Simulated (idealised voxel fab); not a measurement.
voxel released beams: a process module
Displayed cross-section: cut, width of 205 nm, square cells sized 5 nm.
Cross-section format: a grid of square cells, given as bands from top to bottom; each band is one or more rows of cells. This entry defines a band. It first specifies the height of the band's top and the height of its bottom in nm, and then specifies the band's materials from left to right, stating each material with its width in nm. The word "everywhere" identifies a single material that fills the band from edge to edge, while the word "blank" identifies empty space. Heights are reckoned from 0. Under this level, the received wafer is all of one material. The bottommost band is open-ended downward, for example "top 0, no bottom". Width: "30..40" (first number = top row, second number = bottom row, same change from row to row of cells). You'll sometimes find "no change occurred" written for a step, and that's the way of saying that nowhere in the cross-section did a cell change during that step. Listed in "Closed void inventory": every empty space of 8 or more cells without an open way to the top. Form: width x height at distance, the distance being from the left edge, all in nm. Step line, after settings: the simulator's comment on this step. "overlay nm" denotes, for a step that has a mask, the displacement of the mask to the right of its planned place, with negative values corresponding to the left.

Listed below are the process steps as planned
1: RECEIVE | material Si
2: CONFORMAL_DEP | material SiN | thk nm 5
3: DIRECTIONAL_DEP | material SiO2 | thk nm 20
4: MASKED_ETCH | tone open | mask id ANCHOR | width nm 45 | etch materials SiO2 | depth nm 20 | overlay nm 0
5: CONFORMAL_DEP | material W | thk nm 15
6: DIRECTIONAL_DEP | material aC | thk nm 15
7: PATTERN | tone cover | mask id BEAM | material resist | width nm 120 | thk nm 35 | overlay nm 0
8: DIRECTIONAL_ETCH | etch materials aC | depth nm 15
9: STRIP | etch materials resist
10: DIRECTIONAL_ETCH | etch materials W | depth nm 15
11: STRIP | etch materials aC
12: STRIP | etch materials SiO2

The first of the two wafers, which ran as planned

So this is the incoming wafer in cross-section - it's already been through step 1
- top 0, no bottom: Si everywhere
- Closed void inventory: none

Take a look at the wafer's cross-section after step 2
- top 5, bottom 0: SiN everywhere
- Under 0: no change, same as before.

Take a look at the wafer's cross-section after step 3
- top 25, bottom 5: SiO2 everywhere
- Under 5: no change, same as before.

Take a look at the wafer's cross-section after step 4
- top 25, bottom 5: SiO2 45  blank 45  SiO2 115
- Under 5: no change, same as before.

Take a look at the wafer's cross-section after step 5
- top 40, bottom 25: W 60  blank 15  W 130
- top 25, bottom 20: SiO2 45  W 15  blank 15  W 15  SiO2 115
- top 20, bottom 5: SiO2 45  W 45  SiO2 115
- Under 5: no change, same as before.

Take a look at the wafer's cross-section after step 6
- top 55, bottom 40: aC 60  blank 15  aC 130
- top 40, bottom 35: W 60  blank 15  W 130
- top 35, bottom 25: W 60  aC 15  W 130
- top 25, bottom 20: SiO2 45  W 15  aC 15  W 15  SiO2 115
- Under 20: no change, same as before.

Take a look at the wafer's cross-section after step 7
- top 90, bottom 55: blank 40  resist 120  blank 45
- top 55, bottom 40: aC 60  resist 15  aC 130
- top 40, bottom 35: W 60  resist 15  W 130
- Under 35: no change, same as before.

Take a look at the wafer's cross-section after step 8
- top 75, bottom 55: blank 40  resist 120  blank 45
- top 55, bottom 40: blank 40  aC 20  resist 15  aC 85  blank 45
- Under 40: no change, same as before.

Take a look at the wafer's cross-section after step 9
- top 55, bottom 40: blank 40  aC 20  blank 15  aC 85  blank 45
- top 40, bottom 35: W 60  blank 15  W 130
- Under 35: no change, same as before.

Take a look at the wafer's cross-section after step 10
- top 55, bottom 40: blank 40  aC 20  blank 15  aC 85  blank 45
- top 40, bottom 35: blank 40  W 20  blank 15  W 85  blank 45
- top 35, bottom 25: blank 40  W 20  aC 15  W 85  blank 45
- Under 25: no change, same as before.

Take a look at the wafer's cross-section after step 11
- top 40, bottom 25: blank 40  W 20  blank 15  W 85  blank 45
- top 25, bottom 20: SiO2 45  W 15  blank 15  W 15  SiO2 115
- Under 20: no change, same as before.

Take a look at the wafer's cross-section after step 12
- top 40, bottom 25: blank 40  W 20  blank 15  W 85  blank 45
- top 25, bottom 20: blank 45  W 15  blank 15  W 15  blank 115
- top 20, bottom 5: blank 45  W 45  blank 115
- Under 5: no change, same as before.

What follows concerns the second wafer, which started out like the first and was meant to follow the very same plan; one mistake crept in when it was run, but everything up to and including step 6 is the same as for the first wafer

The second wafer cut through, at the time step 7 was supposed to be finished
- top 90, bottom 55: blank 45  resist 115  blank 45
- top 55, bottom 40: aC 60  resist 15  aC 130
- top 40, bottom 35: W 60  resist 15  W 130
- Under 35: no change, same as before.

The second wafer cut through, at the time step 8 was supposed to be finished
- top 75, bottom 55: blank 45  resist 115  blank 45
- top 55, bottom 40: blank 45  aC 15  resist 15  aC 85  blank 45
- Under 40: no change, same as before.

The second wafer cut through, at the time step 9 was supposed to be finished
- top 55, bottom 40: blank 45  aC 15  blank 15  aC 85  blank 45
- top 40, bottom 35: W 60  blank 15  W 130
- Under 35: no change, same as before.

The second wafer cut through, at the time step 10 was supposed to be finished
- top 55, bottom 40: blank 45  aC 15  blank 15  aC 85  blank 45
- top 40, bottom 35: blank 45  W 15  blank 15  W 85  blank 45
- top 35, bottom 25: blank 45  W 15  aC 15  W 85  blank 45
- Under 25: no change, same as before.

The second wafer cut through, at the time step 11 was supposed to be finished
- top 40, bottom 25: blank 45  W 15  blank 15  W 85  blank 45
- top 25, bottom 20: SiO2 45  W 15  blank 15  W 15  SiO2 115
- Under 20: no change, same as before.

The second wafer cut through, at the time step 12 was supposed to be finished
- top 40, bottom 25: blank 45  W 15  blank 15  W 85  blank 45
- top 25, bottom 20: blank 45  W 15  blank 15  W 15  blank 115
- top 20, bottom 5: blank 45  W 45  blank 115
- Under 5: no change, same as before.
Diagnosis: for step 7, the planned setting was not used; the step was instead run as PATTERN | tone cover | mask id BEAM | material resist | width nm 115 | thk nm 35 | overlay nm 0
Once processing is complete, comparing cell counts shows that the second wafer has more or fewer of certain materials than the first: W: 3 fewer
